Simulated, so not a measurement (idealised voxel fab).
The process module that follows is named voxel self aligned contacts.
Square cells of 5 nm make up the cross-section cut, whose width is 200 nm.
Cross-section spec: square-cell grid; bands listed top down; each band is one or more rows.
In this notation a band is specified by the heights of its top and bottom, in that order and in nm, after which its materials appear from left to right, each paired with its width in nm. The word "everywhere" attached to a single material means that material fills the band from edge to edge; the word "empty" stands for empty space.
It should be noted that heights are counted from 0, beneath which the wafer as supplied is of one material throughout, and that the lowest band possesses no lower boundary but continues downward, as written in "0 down".
The width entry "30->40" should be interpreted row by row: the top row of cells in the band takes the first number, the bottom row takes the second number, and the change between adjacent rows is uniform throughout.
"nothing got changed" for a step: no cell of the cross-section changed in that step.
Closed empty spaces (no open way to the top) of 8 cells or more are what "Enclosed void list" lists, each as width x height at distance from the left edge, nm for all three.
On each step's line, the part that comes after the settings is the simulator's own comment on the step.
overlay nm: on a step with a mask, how far right of its planned place the mask lay; negative means left.

Steps planned for the process
1. RECEIVE (material Si)
2. OXIDIZE (depth nm 5)
3. DIRECTIONAL_DEP (material polySi; thk nm 20)
4. DIRECTIONAL_DEP (material SiN; thk nm 25)
5. PATTERN (tone cover; mask id GATE; material resist; width nm 30; pitch nm 70; thk nm 20; overlay nm 0)
6. DIRECTIONAL_ETCH (etch materials SiN; depth nm 25)
7. DIRECTIONAL_ETCH (etch materials polySi; depth nm 20)
8. STRIP (etch materials resist)
9. CONFORMAL_DEP (material SiN; thk nm 10)
10. DIRECTIONAL_ETCH (etch materials SiN; depth nm 10)
11. FILL_DEP (material SiO2; thk nm 15)
12. CMP (height nm 50)
13. MASKED_ETCH (tone open; mask id CONTACT; width nm 50; pitch nm 70; etch materials SiO2; depth nm 55; overlay nm 0)
14. CONFORMAL_DEP (material TiN; thk nm 5)
15. FILL_DEP (material W; thk nm 5)
16. CMP (height nm 50)
17. CONFORMAL_DEP (material SiCN; thk nm 5)

first wafer, as planned

Here's what the wafer looked like in cross-section when it arrived - that's after step 1
0 down = Si everywhere
Enclosed void list: none

Cross-section through the wafer, step 2 finished
0 to -5 = SiO2 everywhere
below -5: unchanged

Cross-section through the wafer, step 3 finished
20 to 0 = polySi everywhere
below 0: unchanged

Cross-section through the wafer, step 4 finished
45 to 20 = SiN everywhere
below 20: unchanged

Cross-section through the wafer, step 5 finished
65 to 45 = 15 empty | 30 resist | 40 empty | 30 resist | 40 empty | 30 resist | 15 empty
below 45: unchanged

Cross-section through the wafer, step 6 finished
65 to 45 = 15 empty | 30 resist | 40 empty | 30 resist | 40 empty | 30 resist | 15 empty
45 to 20 = 15 empty | 30 SiN | 40 empty | 30 SiN | 40 empty | 30 SiN | 15 empty
below 20: unchanged

Cross-section through the wafer, step 7 finished
65 to 45 = 15 empty | 30 resist | 40 empty | 30 resist | 40 empty | 30 resist | 15 empty
45 to 20 = 15 empty | 30 SiN | 40 empty | 30 SiN | 40 empty | 30 SiN | 15 empty
20 to 0 = 15 empty | 30 polySi | 40 empty | 30 polySi | 40 empty | 30 polySi | 15 empty
below 0: unchanged

Cross-section through the wafer, step 8 finished
45 to 20 = 15 empty | 30 SiN | 40 empty | 30 SiN | 40 empty | 30 SiN | 15 empty
below 20: unchanged

Cross-section through the wafer, step 9 finished
55 to 20 = 5 empty | 50 SiN | 20 empty | 50 SiN | 20 empty | 50 SiN | 5 empty
20 to 10 = 5 empty | 10 SiN | 30 polySi | 10 SiN | 20 empty | 10 SiN | 30 polySi | 10 SiN | 20 empty | 10 SiN | 30 polySi | 10 SiN | 5 empty
10 to 0 = 15 SiN | 30 polySi | 40 SiN | 30 polySi | 40 SiN | 30 polySi | 15 SiN
below 0: unchanged

Cross-section through the wafer, step 10 finished
45 to 20 = 5 empty | 50 SiN | 20 empty | 50 SiN | 20 empty | 50 SiN | 5 empty
20 to 0 = 5 empty | 10 SiN | 30 polySi | 10 SiN | 20 empty | 10 SiN | 30 polySi | 10 SiN | 20 empty | 10 SiN | 30 polySi | 10 SiN | 5 empty
below 0: unchanged

Cross-section through the wafer, step 11 finished
60 to 45 = SiO2 everywhere
45 to 20 = 5 SiO2 | 50 SiN | 20 SiO2 | 50 SiN | 20 SiO2 | 50 SiN | 5 SiO2
20 to 0 = 5 SiO2 | 10 SiN | 30 polySi | 10 SiN | 20 SiO2 | 10 SiN | 30 polySi | 10 SiN | 20 SiO2 | 10 SiN | 30 polySi | 10 SiN | 5 SiO2
below 0: unchanged

Cross-section through the wafer, step 12 finished
50 to 45 = SiO2 everywhere
below 45: unchanged

Cross-section through the wafer, step 13 finished
50 to 45 = 40 SiO2 | 50 empty | 20 SiO2 | 50 empty | 40 SiO2
45 to 20 = 5 SiO2 | 50 SiN | 20 empty | 50 SiN | 20 empty | 50 SiN | 5 SiO2
20 to 0 = 5 SiO2 | 10 SiN | 30 polySi | 10 SiN | 20 empty | 10 SiN | 30 polySi | 10 SiN | 20 empty | 10 SiN | 30 polySi | 10 SiN | 5 SiO2
0 to -5 = 55 SiO2 | 20 empty | 50 SiO2 | 20 empty | 55 SiO2
below -5: unchanged

Cross-section through the wafer, step 14 finished
55 to 50 = 45 TiN | 40 empty | 30 TiN | 40 empty | 45 TiN
50 to 45 = 40 SiO2 | 20 TiN | 10 empty | 20 TiN | 20 SiO2 | 20 TiN | 10 empty | 20 TiN | 40 SiO2
45 to 20 = 5 SiO2 | 50 SiN | 5 TiN | 10 empty | 5 TiN | 50 SiN | 5 TiN | 10 empty | 5 TiN | 50 SiN | 5 SiO2
20 to 0 = 5 SiO2 | 10 SiN | 30 polySi | 10 SiN | 5 TiN | 10 empty | 5 TiN | 10 SiN | 30 polySi | 10 SiN | 5 TiN | 10 empty | 5 TiN | 10 SiN | 30 polySi | 10 SiN | 5 SiO2
0 to -5 = 55 SiO2 | 20 TiN | 50 SiO2 | 20 TiN | 55 SiO2
below -5: unchanged

Cross-section through the wafer, step 15 finished
60 to 55 = W everywhere
55 to 50 = 45 TiN | 40 W | 30 TiN | 40 W | 45 TiN
50 to 45 = 40 SiO2 | 20 TiN | 10 W | 20 TiN | 20 SiO2 | 20 TiN | 10 W | 20 TiN | 40 SiO2
45 to 20 = 5 SiO2 | 50 SiN | 5 TiN | 10 W | 5 TiN | 50 SiN | 5 TiN | 10 W | 5 TiN | 50 SiN | 5 SiO2
20 to 0 = 5 SiO2 | 10 SiN | 30 polySi | 10 SiN | 5 TiN | 10 W | 5 TiN | 10 SiN | 30 polySi | 10 SiN | 5 TiN | 10 W | 5 TiN | 10 SiN | 30 polySi | 10 SiN | 5 SiO2
below 0: unchanged

Cross-section through the wafer, step 16 finished
50 to 45 = 40 SiO2 | 20 TiN | 10 W | 20 TiN | 20 SiO2 | 20 TiN | 10 W | 20 TiN | 40 SiO2
below 45: unchanged

Cross-section through the wafer, step 17 finished
55 to 50 = SiCN everywhere
below 50: unchanged

Wafer two. Same start, same plan, one slip in execution. Same as wafer one through step 12, inclusive

The second wafer cut through, at the time step 13 was supposed to be finished
50 to 45 = 40 empty | 50 SiO2 | 20 empty | 50 SiO2 | 40 empty
45 to 20 = 5 empty | 50 SiN | 20 SiO2 | 50 SiN | 20 SiO2 | 50 SiN | 5 empty
20 to 0 = 5 empty | 10 SiN | 30 polySi | 10 SiN | 20 SiO2 | 10 SiN | 30 polySi | 10 SiN | 20 SiO2 | 10 SiN | 30 polySi | 10 SiN | 5 empty
0 to -5 = 5 empty | 190 SiO2 | 5 empty
below -5: unchanged

The second wafer cut through, at the time step 14 was supposed to be finished
55 to 50 = 35 empty | 60 TiN | 10 empty | 60 TiN | 35 empty
50 to 45 = 40 TiN | 50 SiO2 | 20 TiN | 50 SiO2 | 40 TiN
45 to 20 = 5 TiN | 50 SiN | 20 SiO2 | 50 SiN | 20 SiO2 | 50 SiN | 5 TiN
20 to 0 = 5 TiN | 10 SiN | 30 polySi | 10 SiN | 20 SiO2 | 10 SiN | 30 polySi | 10 SiN | 20 SiO2 | 10 SiN | 30 polySi | 10 SiN | 5 TiN
0 to -5 = 5 TiN | 190 SiO2 | 5 TiN
below -5: unchanged

The second wafer cut through, at the time step 15 was supposed to be finished
60 to 55 = W everywhere
55 to 50 = 35 W | 60 TiN | 10 W | 60 TiN | 35 W
below 50: unchanged

The second wafer cut through, at the time step 16 was supposed to be finished
50 to 45 = 40 TiN | 50 SiO2 | 20 TiN | 50 SiO2 | 40 TiN
below 45: unchanged

The second wafer cut through, at the time step 17 was supposed to be finished
55 to 50 = SiCN everywhere
below 50: unchanged
Finding, execution versus plan: it should be noted that step 13 was executed with settings other than those planned, the operation and settings actually applied being MASKED_ETCH (tone cover; mask id CONTACT; width nm 50; pitch nm 70; etch materials SiO2; depth nm 55; overlay nm 0)
End of process, cell counts, second wafer against first, materials with more or fewer: SiO2 +60, TiN -20, W -40
